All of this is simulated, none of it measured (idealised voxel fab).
This section sets out a process module, namely voxel plated lines.
Pictured: cross-section cut, 245 nm wide, on a grid of 5 nm square cells.
Notation: cross-section as square-cell grid; stated in bands, top first, going down; one or more cell rows per band. The entry gives the band's vertical extent as a top height and a bottom height in nm, then its horizontal make-up as materials from left to right, each with a width in nm. "blank" stands for empty space; a single material marked "all across" fills the band edge to edge. All heights in this document are referenced to 0, defined as the level beneath which the wafer, as received, consists entirely of one material. The lowest band is not bounded below; it extends indefinitely downward and is written in the form "z 0 and below". The expression "30->40" gives the width at the extremes of the band, the first number at its top row of cells and the second at its bottom row, with the width changing by equal amounts from each row to the next in between. You'll sometimes find "nothing altered" written for a step, and that's the way of saying that nowhere in the cross-section did a cell change during that step. Look at "Closed void entries" for the closed voids: empty spaces with no open path to the top, sized 8 cells or up. Each is width x height at distance, distance from the left edge, all nm. Heads up: the bit after the settings on a step's line is the simulator's remark on that step. The setting "overlay nm" may be written on the line of a step. When the step uses a mask, the value reports how far to the right of the planned place the mask lay, and a negative value reports that it lay to the left.

### Planned process steps
1: RECEIVE [material Si]
2: CONFORMAL_DEP [material SiN] [thk nm 10]
3: DIRECTIONAL_DEP [material TiN] [thk nm 5]
4: PATTERN [tone open] [mask id LINES] [material resist] [width nm 30] [pitch nm 55] [thk nm 35] [overlay nm 0]
5: EPI [material Ru] [thk nm 10]
6: EPI [material Ru] [thk nm 5]
7: EPI [material Ru] [thk nm 5]
8: STRIP [etch materials resist]
9: DIRECTIONAL_ETCH [etch materials TiN] [depth nm 5]
10: CONFORMAL_DEP [material SiO2] [thk nm 5]

### As-received wafer cross-section (after step 1)
z 0 and below = Si all across
Closed void entries: none

### What the wafer looks like in cross-section after this module, when it starts as shown above and follows the plan above but one mistake is made in running it
z 40 to 35 = 20 nm blank  40 nm SiO2  15 nm blank  40 nm SiO2  15 nm blank  40 nm SiO2  15 nm blank  40 nm SiO2  20 nm blank
z 35 to 30 = 20 nm blank  5 nm SiO2  30 nm Ru  5 nm SiO2  15 nm blank  5 nm SiO2  30 nm Ru  5 nm SiO2  15 nm blank  5 nm SiO2  30 nm Ru  5 nm SiO2  15 nm blank  5 nm SiO2  30 nm Ru  5 nm SiO2  20 nm blank
z 30 to 25 = 25 nm SiO2  30 nm Ru  25 nm SiO2  30 nm Ru  25 nm SiO2  30 nm Ru  25 nm SiO2  30 nm Ru  25 nm SiO2
z 25 to 15 = Ru all across
z 15 to 10 = TiN all across
z 10 to 0 = SiN all across
z 0 and below = Si all across
Closed void entries: none
In executing the process, a mistake was made relative to the plan: note: step 4 <-> step 5, run order reversed vs plan
